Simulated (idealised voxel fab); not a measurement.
The document below concerns the process module designated voxel self aligned contacts.
Section shown: cut. Width: 270 nm. Cell size: 5 nm, square.
This document writes a cross-section as a grid whose cells are square, and gives it as bands, listed from the top down; one or more rows of cells form a band.
Quick guide to a band line: top height, bottom height (nm) up front; then every material left to right with its width in nm. Only one material and it's marked "all across"? Then it fills the band edge to edge. And "blank" just means empty space.
For the purposes of this specification, 0 denotes the height below which the wafer in its as-received condition is composed wholly of one material, and the lowermost band, lacking a lower limit, extends downward without end, as expressed in "0 down".
Read "30->40" as a graded width: first number on top, second number at the bottom, same change between each pair of neighbouring rows.
The designation "nothing changed", where it is given for a processing step, indicates that no cell of the cross-section was altered in the course of that step.
Enclosed voids (no open way to top), threshold 8 cells or more, entry "Fully sealed voids", notation width x height at distance, distance from left edge, nm.
Whatever follows a step's settings on its line is a remark the simulator itself makes about that step.
The "overlay nm" setting may appear on a step's line; for a step that uses a mask, it gives how far to the right of its planned position the mask lay, and a negative value indicates the left.

SET OUT BELOW ARE THE PLANNED STEPS OF THE PROCESS
- 1: op RECEIVE | material Si
- 2: op CONFORMAL_DEP | material SiO2 | thk nm 5
- 3: op DIRECTIONAL_DEP | material polySi | thk nm 20
- 4: op DIRECTIONAL_DEP | material SiN | thk nm 20
- 5: op DIRECTIONAL_DEP | material aC | thk nm 15
- 6: op PATTERN | tone cover | mask id GATE | material resist | width nm 25 | pitch nm 65 | thk nm 30 | overlay nm 0
- 7: op DIRECTIONAL_ETCH | etch materials aC | depth nm 15
- 8: op STRIP | etch materials resist
- 9: op DIRECTIONAL_ETCH | etch materials SiN | depth nm 20
- 10: op DIRECTIONAL_ETCH | etch materials polySi | depth nm 20
- 11: op STRIP | etch materials aC
- 12: op CONFORMAL_DEP | material SiN | thk nm 10
- 13: op DIRECTIONAL_ETCH | etch materials SiN | depth nm 10
- 14: op FILL_DEP | material SiO2 | thk nm 15
- 15: op CMP | height nm 55
- 16: op MASKED_ETCH | tone open | mask id CONTACT | width nm 50 | pitch nm 65 | etch materials SiO2 | depth nm 55 | overlay nm 0
- 17: op CONFORMAL_DEP | material TiN | thk nm 5
- 18: op FILL_DEP | material W | thk nm 5
- 19: op CMP | height nm 55
- 20: op CONFORMAL_DEP | material SiCN | thk nm 5

SHOWN IN CROSS-SECTION IS THE WAFER AS RECEIVED, THAT IS, AS IT STANDS AFTER STEP 1
- 0 down  Si all across
- Fully sealed voids: none

WHAT THE WAFER LOOKS LIKE IN CROSS-SECTION AFTER THIS MODULE, WHEN IT STARTS AS SHOWN ABOVE AND FOLLOWS THE PLAN ABOVE BUT ONE MISTAKE IS MADE IN RUNNING IT
- 60 to 55  SiCN all across
- 55 to 45  SiO2: 65; TiN: 5->30; W: 40->10; TiN: 5->10; SiO2: 15; TiN: 5->30; W: 40->10; TiN: 5->10; SiO2: 90
- 45 to 25  SiO2: 45; SiN: 45; TiN: 5; W: 10; TiN: 5; SiN: 45; TiN: 5; W: 10; TiN: 5; SiN: 45; SiO2: 50
- 25 to 5  SiO2: 45; SiN: 10; polySi: 25; SiN: 10; TiN: 5; W: 10; TiN: 5; SiN: 10; polySi: 25; SiN: 10; TiN: 5; W: 10; TiN: 5; SiN: 10; polySi: 25; SiN: 10; SiO2: 50
- 5 to 0  SiO2: 90; TiN: 20; SiO2: 45; TiN: 20; SiO2: 95
- 0 down  Si all across
- Fully sealed voids: none
It is concluded that the wafer was processed incorrectly with respect to the plan, in that step 16: run off-plan, actual operation and settings op MASKED_ETCH | tone open | mask id CONTACT | width nm 50 | pitch nm 65 | etch materials SiO2 | depth nm 55 | overlay nm -10
